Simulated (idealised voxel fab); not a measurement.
The following process module bears the name voxel wiring stack.
For reference, the cross-section in this document is cut, with width 200 nm and square cells of 5 nm.
In this document a cross-section is written as a grid of square cells. It is given as a series of bands, listed from the top down, and a band is one or more rows of cells.
Per band: top height and bottom height in nm, followed by the left-to-right materials and their widths in nm; "edge to edge" marks a single material spanning edge to edge, "air" marks empty space.
We count height from 0. Below that, the starting wafer is all one material. The lowest band never ends at the bottom but goes on down; see "z 0 and below" for how that is written.
Read "30..40" as a graded width: first number on top, second number at the bottom, same change between each pair of neighbouring rows.
A step reported as "nothing different" is a step in which no cell of the cross-section changed.
Empty spaces counting at least 8 cells and having no open way to the top are listed in "Sealed voids". The notation width x height at distance is used for each, the distance being from the left edge and all three values in nm.
The remark found on a step's line after its settings is issued by the simulator itself and pertains to that step.
On any step carrying a mask, the "overlay nm" setting, if present on the step's line, tells how far right of its planned place the mask lay; negative values point to the left.
## Listed below are the process steps as planned
1 RECEIVE,material Si
2 CONFORMAL_DEP,material SiO2,thk nm 15
3 CONFORMAL_DEP,material SiN,thk nm 5
4 DIRECTIONAL_DEP,material SiO2,thk nm 15
5 DIRECTIONAL_DEP,material aC,thk nm 15
6 PATTERN,tone open,mask id METAL_1,material resist,width nm 25,pitch nm 55,thk nm 30,overlay nm 0
7 DIRECTIONAL_ETCH,etch materials aC,depth nm 15
8 STRIP,etch materials resist
9 DIRECTIONAL_ETCH,etch materials SiO2,depth nm 15
10 DIRECTIONAL_ETCH,etch materials SiN,depth nm 5
11 STRIP,etch materials aC
12 CONFORMAL_DEP,material TiN,thk nm 5
13 FILL_DEP,material Cu,thk nm 5
14 CMP,height nm 35
15 EPI,material Ru,thk nm 5
16 FILL_DEP,material SiCN,thk nm 5
17 DIRECTIONAL_DEP,material lowk,thk nm 20
18 DIRECTIONAL_DEP,material aC,thk nm 15
19 PATTERN,tone open,mask id PLUG_1,material resist,width nm 15,pitch nm 110,thk nm 30,overlay nm 0
20 DIRECTIONAL_ETCH,etch materials aC,depth nm 15
21 STRIP,etch materials resist
22 DIRECTIONAL_ETCH,etch materials lowk,depth nm 20
23 DIRECTIONAL_ETCH,etch materials SiCN,depth nm 5
24 STRIP,etch materials aC
25 EPI,material Ru,thk nm 10
26 EPI,material Ru,thk nm 10
27 EPI,material Ru,thk nm 5
28 CONFORMAL_DEP,material SiN,thk nm 5
29 DIRECTIONAL_DEP,material lowk,thk nm 20
30 MASKED_ETCH,tone open,mask id METAL_2,width nm 25,pitch nm 55,etch materials lowk,depth nm 20,overlay nm 0
31 MASKED_ETCH,tone open,mask id METAL_2,width nm 25,pitch nm 55,etch materials SiN,depth nm 5,overlay nm 0
32 CONFORMAL_DEP,material TiN,thk nm 5
33 FILL_DEP,material Ru,thk nm 5
34 CMP,height nm 90
35 EPI,material Ru,thk nm 5
36 FILL_DEP,material SiCN,thk nm 5
37 DIRECTIONAL_DEP,material lowk,thk nm 30
38 PATTERN,tone open,mask id METAL_3_HOLES,material resist,width nm 15,pitch nm 110,thk nm 15,overlay nm 0
39 DIRECTIONAL_ETCH,etch materials lowk,depth nm 30
40 STRIP,etch materials resist
41 MASKED_ETCH,tone open,mask id METAL_3,width nm 25,pitch nm 55,etch materials lowk,depth nm 15,overlay nm 0
42 MASKED_ETCH,tone open,mask id METAL_3,width nm 25,pitch nm 55,etch materials SiCN,depth nm 5,overlay nm 0
43 CONFORMAL_DEP,material TiN,thk nm 5
44 FILL_DEP,material Cu,thk nm 10
45 CMP,height nm 130
46 CONFORMAL_DEP,material SiCN,thk nm 5
47 DIRECTIONAL_DEP,material SiO2,thk nm 20
48 MASKED_ETCH,tone open,mask id PLUG_3,width nm 15,pitch nm 110,etch materials SiO2,depth nm 20,overlay nm 0
49 MASKED_ETCH,tone open,mask id PLUG_3,width nm 15,pitch nm 110,etch materials SiCN,depth nm 5,overlay nm 0
50 EPI,material Ru,thk nm 10
51 EPI,material Ru,thk nm 10
52 EPI,material Ru,thk nm 5
53 CONFORMAL_DEP,material SiN,thk nm 5
54 DIRECTIONAL_DEP,material SiO2,thk nm 25
55 PATTERN,tone open,mask id METAL_4,material resist,width nm 25,pitch nm 55,thk nm 20,overlay nm 0
56 DIRECTIONAL_ETCH,etch materials SiO2,depth nm 25
57 DIRECTIONAL_ETCH,etch materials SiN,depth nm 5
58 STRIP,etch materials resist
59 CONFORMAL_DEP,material TiN,thk nm 5
60 FILL_DEP,material Cu,thk nm 5
61 CMP,height nm 185
62 CONFORMAL_DEP,material SiN,thk nm 5
## As-received state of the wafer in cross-section, equivalent to post-step 1
	z 0 and below | Si edge to edge
	Sealed voids: none
## Sectioned view, first of two wafers, at the close of the module, processed as intended in the plan
	z 190 to 185 | SiN edge to edge
	z 185 to 160 | 30 of SiO2  5 of TiN  15 of Cu  5 of TiN  30 of SiO2  5 of TiN  15 of Cu  5 of TiN  30 of SiO2  5 of TiN  15 of Cu  5 of TiN  35 of SiO2
	z 160 to 155 | 30 of SiN  25 of TiN  30 of SiN  25 of TiN  30 of SiN  25 of TiN  35 of SiN
	z 155 to 135 | 30 of SiO2  15 of Ru  95 of SiO2  15 of Ru  45 of SiO2
	z 135 to 130 | 30 of SiCN  15 of Ru  95 of SiCN  15 of Ru  45 of SiCN
	z 130 to 120 | 30 of lowk  5 of TiN  15 of Cu  5 of TiN  30 of lowk  5 of TiN  15 of Cu  5 of TiN  30 of lowk  5 of TiN  15 of Cu  5 of TiN  35 of lowk
	z 120 to 115 | 30 of lowk  5 of TiN  5 of Cu  15 of TiN  30 of lowk  25 of TiN  30 of lowk  5 of TiN  5 of Cu  15 of TiN  35 of lowk
	z 115 to 100 | 30 of lowk  5 of TiN  5 of Cu  5 of TiN  95 of lowk  5 of TiN  5 of Cu  5 of TiN  45 of lowk
	z 100 to 95 | 30 of SiCN  15 of TiN  95 of SiCN  15 of TiN  45 of SiCN
	z 95 to 90 | 25 of SiCN  35 of Ru  20 of SiCN  35 of Ru  20 of SiCN  35 of Ru  30 of SiCN
	z 90 to 70 | 30 of lowk  5 of TiN  15 of Ru  5 of TiN  30 of lowk  5 of TiN  15 of Ru  5 of TiN  30 of lowk  5 of TiN  15 of Ru  5 of TiN  35 of lowk
	z 70 to 65 | 30 of SiN  25 of TiN  30 of SiN  25 of TiN  30 of SiN  25 of TiN  35 of SiN
	z 65 to 45 | 30 of lowk  15 of Ru  95 of lowk  15 of Ru  45 of lowk
	z 45 to 40 | 30 of SiCN  15 of Ru  95 of SiCN  15 of Ru  45 of SiCN
	z 40 to 35 | 25 of SiCN  35 of Ru  20 of SiCN  35 of Ru  20 of SiCN  35 of Ru  30 of SiCN
	z 35 to 20 | 30 of SiO2  5 of TiN  15 of Cu  5 of TiN  30 of SiO2  5 of TiN  15 of Cu  5 of TiN  30 of SiO2  5 of TiN  15 of Cu  5 of TiN  35 of SiO2
	z 20 to 15 | 30 of SiN  25 of TiN  30 of SiN  25 of TiN  30 of SiN  25 of TiN  35 of SiN
	z 15 to 0 | SiO2 edge to edge
	z 0 and below | Si edge to edge
	Sealed voids: none
## Cross-sectional image of the second wafer of the two following completion of the module. Starting state and process plan were the same as for the first wafer; one execution error occurred
	z 190 to 185 | SiN edge to edge
	z 185 to 160 | 30 of SiO2  5 of TiN  15 of Cu  5 of TiN  30 of SiO2  5 of TiN  15 of Cu  5 of TiN  30 of SiO2  5 of TiN  15 of Cu  5 of TiN  35 of SiO2
	z 160 to 155 | 30 of SiN  25 of TiN  30 of SiN  25 of TiN  30 of SiN  25 of TiN  35 of SiN
	z 155 to 135 | 30 of SiO2  15 of Ru  95 of SiO2  15 of Ru  45 of SiO2
	z 135 to 130 | 30 of SiCN  15 of Ru  95 of SiCN  15 of Ru  45 of SiCN
	z 130 to 120 | 30 of lowk  5 of TiN  15 of Cu  5 of TiN  30 of lowk  5 of TiN  15 of Cu  5 of TiN  30 of lowk  5 of TiN  15 of Cu  5 of TiN  35 of lowk
	z 120 to 115 | 30 of lowk  5 of TiN  5 of Cu  15 of TiN  30 of lowk  25 of TiN  30 of lowk  5 of TiN  5 of Cu  15 of TiN  35 of lowk
	z 115 to 100 | 30 of lowk  5 of TiN  5 of Cu  5 of TiN  95 of lowk  5 of TiN  5 of Cu  5 of TiN  45 of lowk
	z 100 to 95 | 30 of SiCN  15 of TiN  95 of SiCN  15 of TiN  45 of SiCN
	z 95 to 90 | 25 of SiCN  35 of Ru  20 of SiCN  35 of Ru  20 of SiCN  35 of Ru  30 of SiCN
	z 90 to 70 | 30 of lowk  5 of TiN  15 of Ru  5 of TiN  30 of lowk  5 of TiN  15 of Ru  5 of TiN  30 of lowk  5 of TiN  15 of Ru  5 of TiN  35 of lowk
	z 70 to 65 | 30 of SiN  25 of TiN  30 of SiN  25 of TiN  30 of SiN  25 of TiN  35 of SiN
	z 65 to 45 | 30 of lowk  15 of Ru  95 of lowk  15 of Ru  45 of lowk
	z 45 to 40 | 30 of SiCN  15 of Ru  95 of SiCN  15 of Ru  45 of SiCN
	z 40 to 35 | 30 of SiCN  25 of Ru  30 of SiCN  25 of Ru  30 of SiCN  25 of Ru  35 of SiCN
	z 35 to 20 | 35 of SiO2  5 of TiN  5 of Cu  5 of TiN  40 of SiO2  5 of TiN  5 of Cu  5 of TiN  40 of SiO2  5 of TiN  5 of Cu  5 of TiN  40 of SiO2
	z 20 to 15 | 35 of SiN  15 of TiN  40 of SiN  15 of TiN  40 of SiN  15 of TiN  40 of SiN
	z 15 to 0 | SiO2 edge to edge
	z 0 and below | Si edge to edge
	Sealed voids: none
Nonconformance to the process plan: step 6 deviated from plan and actually ran as PATTERN,tone open,mask id METAL_1,material resist,width nm 15,pitch nm 55,thk nm 30,overlay nm 0
It is noted that, at the conclusion of processing, the second wafer exhibits a higher or lower cell count for certain materials relative to the first: Cu -18 | Ru -6 | SiCN +6 | SiN +6 | SiO2 +18 | TiN -6
